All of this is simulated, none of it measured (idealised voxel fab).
The process module presented herein is designated voxel ribs on slabs.
This is section cut - it's 270 nm across, gridded in 5 nm square cells.
A cross-section is a grid of square cells, given in bands from the top down. A band is one or more rows of cells.
What a band's entry tells you: where the top is and where the bottom is, as heights in nm, and after that what lies inside, material by material from left to right, each with its width in nm. Empty space is written as the word "empty", and a single material marked with the word "edge to edge" occupies the band from edge to edge.
Counting heights begins at 0, where everything beneath is, in the wafer as received, one material. The lowest band has no bottom; it goes on downwards, as "from 0 down" shows.
Width "30->40": first value at the band's top row of cells, second value at its bottom row, equal change from row to row.
Reading "no change occurred" for a step: not a cell of the cross-section changed in it.
What "Enclosed void catalog" gives you is every empty space of 8 cells or more that is cut off from the top. Each appears as width x height at distance, with the distance taken from the left edge and width, height and distance all in nm.
Whatever follows a step's settings on its line is a remark the simulator itself makes about that step.
"overlay nm" answers the question of how far to the right of plan the mask lay on a step that has a mask, and when it is negative the answer is to the left.
The following list gives the planned process steps
1) RECEIVE with material Si
2) DIRECTIONAL_DEP with material SiO2, thk nm 25
3) DIRECTIONAL_DEP with material polySi, thk nm 15
4) MASKED_ETCH with tone cover, mask id RIB, width nm 20, etch materials polySi, depth nm 5, overlay nm 0
5) MASKED_ETCH with tone cover, mask id SLAB, width nm 80, etch materials polySi, depth nm 10, overlay nm 0
6) FILL_DEP with material SiO2, thk nm 15
7) CMP with height nm 50
8) DIRECTIONAL_DEP with material TiN, thk nm 10
9) DIRECTIONAL_DEP with material aC, thk nm 10
10) PATTERN with tone cover, mask id HEATER, material resist, width nm 30, thk nm 25, overlay nm 0
11) DIRECTIONAL_ETCH with etch materials aC, depth nm 10
12) STRIP with etch materials resist
13) DIRECTIONAL_ETCH with etch materials TiN, depth nm 10
14) STRIP with etch materials aC
15) CONFORMAL_DEP with material SiN, thk nm 5
Here's what the wafer looked like in cross-section when it arrived - that's after step 1
- from 0 down: Si edge to edge
- Enclosed void catalog: none
Module complete - cross-section of the first of two wafers, run according to plan
- from 65 to 60: empty=115; SiN=40; empty=115
- from 60 to 55: empty=115; SiN=5; TiN=30; SiN=5; empty=115
- from 55 to 50: SiN=120; TiN=30; SiN=120
- from 50 to 40: SiO2 edge to edge
- from 40 to 35: SiO2=125; polySi=20; SiO2=125
- from 35 to 25: SiO2=95; polySi=80; SiO2=95
- from 25 to 0: SiO2 edge to edge
- from 0 down: Si edge to edge
- Enclosed void catalog: none
Wafer two, end of module, cross-section. Same start, same plan as wafer one. One mistake in the run
- from 65 to 60: empty=115; SiN=40; empty=115
- from 60 to 55: empty=115; SiN=5; TiN=30; SiN=5; empty=115
- from 55 to 50: SiN=120; TiN=30; SiN=120
- from 50 to 40: SiO2 edge to edge
- from 40 to 35: SiO2=130; polySi=20; SiO2=120
- from 35 to 25: SiO2=95; polySi=80; SiO2=95
- from 25 to 0: SiO2 edge to edge
- from 0 down: Si edge to edge
- Enclosed void catalog: none
Processing error: note that step 4 departed from the planned setting and was carried out as MASKED_ETCH with tone cover, mask id RIB, width nm 20, etch materials polySi, depth nm 5, overlay nm 5
End check, second vs first wafer: material counts in cells match, positions do not.
